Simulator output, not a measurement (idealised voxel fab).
voxel spacer lines: a process module
Displayed cross-section: cut, width of 230 nm, square cells sized 5 nm.
Throughout this document, each cross-section is represented as a grid of square cells and is presented as a sequence of bands enumerated from the top downward, where a band comprises one or more rows of cells. Heads up on the band format: heights come first, top then bottom, in nm. After that it's the materials left to right, each with its width in nm. A single material flagged "full width" fills the whole band edge to edge, and "blank" means there's empty space there. Measure heights from 0. That's the level where, below it, the as-received wafer is all one material. The lowest band is bottomless and extends downward; write it as in "from 0 down". Think of "30->40" as a width that walks from the first number to the second as you go down the band, top row to bottom row, taking equal-sized steps from row to row. Where a step carries "same as before", the cross-section came out of it unchanged, cell for cell. Reported under the label "Voids, enclosed" are the empty spaces having no open way to the top and comprising 8 cells or more; the notation for each is width x height at distance, in which the distance is measured from the left edge and all three values are in nm. Note: text after step settings on the step line = simulator remark on that step. When a step includes a mask, the "overlay nm" setting on its line states how far to the right of its planned place that mask lay, and negative values state how far to the left.
# Process steps foreseen in the plan
- 1: op RECEIVE | material Si
- 2: op CONFORMAL_DEP | material Al2O3 | thk nm 10
- 3: op DIRECTIONAL_DEP | material polySi | thk nm 20
- 4: op DIRECTIONAL_DEP | material aC | thk nm 30
- 5: op PATTERN | tone cover | mask id MANDREL | material resist | width nm 20 | pitch nm 70 | thk nm 35 | overlay nm 0
- 6: op DIRECTIONAL_ETCH | etch materials aC | depth nm 30
- 7: op STRIP | etch materials resist
- 8: op CONFORMAL_DEP | material SiO2 | thk nm 15
- 9: op DIRECTIONAL_ETCH | etch materials SiO2 | depth nm 15
- 10: op STRIP | etch materials aC
- 11: op DIRECTIONAL_ETCH | etch materials polySi | depth nm 20
- 12: op STRIP | etch materials SiO2
- 13: op FILL_DEP | material SiO2 | thk nm 5
- 14: op CMP | height nm 30
# Cross-section, incoming material, after step 1
* from 0 down | Si full width
* Voids, enclosed: none
# The plan above was carried out on the starting structure above with one mistake, and this cross-section shows the wafer at the end of the module
* from 30 to 20 | Al2O3 full width
* from 20 to 0 | polySi full width
* from 0 down | Si full width
* Voids, enclosed: none
Short version of what went wrong: steps 2 and 3 were swapped
